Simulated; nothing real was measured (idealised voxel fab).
The name of this process module is voxel gate over fins.
Shown is cross-section cut, with a width of 265 nm and square cells of size 5 nm.
A cross-section is written here as square cells arranged in a grid, and it is given in bands from the top down, each band taking up one or more rows of cells.
For a band, the entry starts with two heights in nm, that of the top and then that of the bottom, and carries on with the band's materials in order from left to right, each alongside its width in nm; the word "full width" beside a single material means it fills the band edge to edge, and "air" means empty space.
Height is counted from the level 0, under which the received wafer is composed throughout of one material. The lowest of the bands is not closed at the bottom but continues downward, in the notation "top 0, no bottom".
A width given as "30->40" starts at the first number in the band's top row and ends at the second number in its bottom row, shifting by an equal amount at every step from row to row.
Take "nothing got changed" at face value: in the step it is given for, the cross-section changed in none of its cells.
The list in "Sealed void list" covers empty spaces of 8 cells or more that cannot reach the top through any open way, and it gives each as width x height at distance; the distance is from the left edge, and width, height and distance are in nm.
On each step's line, the part that comes after the settings is the simulator's own comment on the step.
Steps that use a mask can have "overlay nm" on their line. It says how far the mask sat to the right of where it was meant to be. Negative means to the left.

# Below is the list of planned process steps
1,RECEIVE (material Si)
2,CONFORMAL_DEP (material SiN; thk nm 10)
3,MASKED_ETCH (tone cover; mask id FINS; width nm 15; pitch nm 40; etch materials SiN; depth nm 10; overlay nm 0)
4,MASKED_ETCH (tone cover; mask id FINS; width nm 15; pitch nm 40; etch materials Si; depth nm 35; overlay nm 0)
5,FILL_DEP (material SiO2; thk nm 5)
6,CMP (height nm 10)
7,SELECTIVE_ETCH (etch materials SiO2; depth nm 20)
8,STRIP (etch materials SiN)
9,CONFORMAL_DEP (material HfO2; thk nm 5)
10,CONFORMAL_DEP (material TiN; thk nm 5)
11,FILL_DEP (material W; thk nm 10)
12,CMP (height nm 15)
13,CONFORMAL_DEP (material SiCN; thk nm 5)

# Received-state cross-section, reflecting completion of step 1
- top 0, no bottom = Si full width
- Sealed void list: none

# Starting structure and process plan are as shown above, but one mistake was made in running the module; the wafer cross-section at the end of the module follows
- top 20, bottom 15 = SiCN full width
- top 15, bottom 10 = W full width
- top 10, bottom 5 = W: 55; TiN: 35; W: 5; TiN: 35; W: 5; TiN: 35; W: 5; TiN: 35; W: 55
- top 5, bottom 0 = W: 55; TiN: 5; HfO2: 25; TiN: 5; W: 5; TiN: 5; HfO2: 25; TiN: 5; W: 5; TiN: 5; HfO2: 25; TiN: 5; W: 5; TiN: 5; HfO2: 25; TiN: 5; W: 55
- top 0, bottom -20 = W: 55; TiN: 5; HfO2: 5; Si: 15; HfO2: 5; TiN: 5; W: 5; TiN: 5; HfO2: 5; Si: 15; HfO2: 5; TiN: 5; W: 5; TiN: 5; HfO2: 5; Si: 15; HfO2: 5; TiN: 5; W: 5; TiN: 5; HfO2: 5; Si: 15; HfO2: 5; TiN: 5; W: 55
- top -20, bottom -25 = TiN: 60; HfO2: 5; Si: 15; HfO2: 5; TiN: 15; HfO2: 5; Si: 15; HfO2: 5; TiN: 15; HfO2: 5; Si: 15; HfO2: 5; TiN: 15; HfO2: 5; Si: 15; HfO2: 5; TiN: 60
- top -25, bottom -30 = HfO2: 65; Si: 15; HfO2: 25; Si: 15; HfO2: 25; Si: 15; HfO2: 25; Si: 15; HfO2: 65
- top -30, bottom -35 = SiO2: 65; Si: 15; SiO2: 25; Si: 15; SiO2: 25; Si: 15; SiO2: 25; Si: 15; SiO2: 65
- top -35, no bottom = Si full width
- Sealed void list: none
Here's what went sideways: step 7 of the plan was carried out twice
